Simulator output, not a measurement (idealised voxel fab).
process module | voxel ribs on slabs
cross-section cut | 190 nm wide | cells 5 nm
A cross-section is a grid of square cells, given in bands from the top down. A band is one or more rows of cells.
Each band's line starts with the height of the band's top and of its bottom, in nm. Then come its materials from left to right, each with its width in nm. One material with "throughout" fills the band from edge to edge. "air" is empty space.
Height 0 is the level under which the wafer as received is all one material. The lowest band goes on downwards, as in "0 down".
A width such as "30 to 40" changes by the same amount from each row of cells to the next, from the band's top row to its bottom row.
"no change" after a step means that no cell of the cross-section changed.
closed voids: empty space of 8 cells or more with no open way to the top, each as width x height at its distance from the left edge, in nm
after a step's settings: what the simulator itself notes on the step
overlay nm, on a step with a mask: how far to the right of its planned place the mask lay; to the left if negative
plan
1 op RECEIVE | material Si
2 op DIRECTIONAL_DEP | material SiO2 | thk nm 20
3 op DIRECTIONAL_DEP | material SiN | thk nm 20
4 op DIRECTIONAL_DEP | material aC | thk nm 10
5 op PATTERN | tone cover | mask id RIB | material resist | width nm 15 | thk nm 25 | overlay nm 0
6 op DIRECTIONAL_ETCH | etch materials aC | depth nm 10
7 op STRIP | etch materials resist
8 op DIRECTIONAL_ETCH | etch materials SiN | depth nm 15
9 op STRIP | etch materials aC
10 op PATTERN | tone cover | mask id SLAB | material resist | width nm 65 | thk nm 20 | overlay nm 0
11 op DIRECTIONAL_ETCH | etch materials SiN | depth nm 5
12 op STRIP | etch materials resist
13 op FILL_DEP | material SiO2 | thk nm 20
14 op CMP | height nm 50
15 op DIRECTIONAL_DEP | material W | thk nm 10
16 op PATTERN | tone cover | mask id HEATER | material resist | width nm 25 | thk nm 15 | overlay nm 0
17 op DIRECTIONAL_ETCH | etch materials W | depth nm 10
18 op STRIP | etch materials resist
19 op CONFORMAL_DEP | material SiN | thk nm 5
first wafer, as planned
as received, after step 1
  0 down: Si throughout
  closed voids: none
after step 2
  20 to 0: SiO2 throughout
  below 0: unchanged
after step 3
  40 to 20: SiN throughout
  below 20: unchanged
after step 4
  50 to 40: aC throughout
  below 40: unchanged
after step 5
  75 to 50: air 85 | resist 15 | air 90
  below 50: unchanged
after step 6
  65 to 50: air 85 | resist 15 | air 90
  50 to 40: air 85 | aC 15 | air 90
  below 40: unchanged
after step 7
  50 to 40: air 85 | aC 15 | air 90
  below 40: unchanged
after step 8
  50 to 40: air 85 | aC 15 | air 90
  40 to 25: air 85 | SiN 15 | air 90
  below 25: unchanged
after step 9
  40 to 25: air 85 | SiN 15 | air 90
  below 25: unchanged
after step 10
  60 to 40: air 60 | resist 65 | air 65
  40 to 25: air 60 | resist 25 | SiN 15 | resist 25 | air 65
  below 25: unchanged
after step 11
  60 to 40: air 60 | resist 65 | air 65
  40 to 25: air 60 | resist 25 | SiN 15 | resist 25 | air 65
  25 to 20: air 60 | SiN 65 | air 65
  below 20: unchanged
after step 12
  40 to 25: air 85 | SiN 15 | air 90
  below 25: unchanged
after step 13
  60 to 40: SiO2 throughout
  40 to 25: SiO2 85 | SiN 15 | SiO2 90
  25 to 20: SiO2 60 | SiN 65 | SiO2 65
  below 20: unchanged
after step 14
  50 to 40: SiO2 throughout
  below 40: unchanged
after step 15
  60 to 50: W throughout
  below 50: unchanged
after step 16
  75 to 60: air 80 | resist 25 | air 85
  below 60: unchanged
after step 17
  75 to 60: air 80 | resist 25 | air 85
  60 to 50: air 80 | W 25 | air 85
  below 50: unchanged
after step 18
  60 to 50: air 80 | W 25 | air 85
  below 50: unchanged
after step 19
  65 to 60: air 75 | SiN 35 | air 80
  60 to 55: air 75 | SiN 5 | W 25 | SiN 5 | air 80
  55 to 50: SiN 80 | W 25 | SiN 85
  below 50: unchanged
second wafer: like start, like plan, one mistake. Through step 4 it matches the first wafer
when step 5 should have ended
  75 to 50: resist 85 | air 15 | resist 90
  below 50: unchanged
when step 6 should have ended
  65 to 50: resist 85 | air 15 | resist 90
  50 to 40: aC 85 | air 15 | aC 90
  below 40: unchanged
when step 7 should have ended
  50 to 40: aC 85 | air 15 | aC 90
  below 40: unchanged
when step 8 should have ended
  50 to 40: aC 85 | air 15 | aC 90
  40 to 25: SiN 85 | air 15 | SiN 90
  below 25: unchanged
when step 9 should have ended
  40 to 25: SiN 85 | air 15 | SiN 90
  below 25: unchanged
when step 10 should have ended
  60 to 40: air 60 | resist 65 | air 65
  40 to 25: SiN 85 | resist 15 | SiN 90
  below 25: unchanged
when step 11 should have ended
  60 to 40: air 60 | resist 65 | air 65
  40 to 35: air 60 | SiN 25 | resist 15 | SiN 25 | air 65
  below 35: unchanged
when step 12 should have ended
  40 to 35: air 60 | SiN 25 | air 15 | SiN 25 | air 65
  35 to 25: SiN 85 | air 15 | SiN 90
  below 25: unchanged
when step 13 should have ended
  60 to 40: SiO2 throughout
  40 to 35: SiO2 60 | SiN 25 | SiO2 15 | SiN 25 | SiO2 65
  35 to 25: SiN 85 | SiO2 15 | SiN 90
  below 25: unchanged
when step 14 should have ended
  50 to 40: SiO2 throughout
  below 40: unchanged
when step 15 should have ended
  60 to 50: W throughout
  below 50: unchanged
when step 16 should have ended
  75 to 60: air 80 | resist 25 | air 85
  below 60: unchanged
when step 17 should have ended
  75 to 60: air 80 | resist 25 | air 85
  60 to 50: air 80 | W 25 | air 85
  below 50: unchanged
when step 18 should have ended
  60 to 50: air 80 | W 25 | air 85
  below 50: unchanged
when step 19 should have ended
  65 to 60: air 75 | SiN 35 | air 80
  60 to 55: air 75 | SiN 5 | W 25 | SiN 5 | air 80
  55 to 50: SiN 80 | W 25 | SiN 85
  below 50: unchanged
what went wrong: step 5 ran as: op PATTERN | tone open | mask id RIB | material resist | width nm 15 | thk nm 25 | overlay nm 0
at the end the second wafer has, in cells: 96 more of SiN | 96 fewer of SiO2
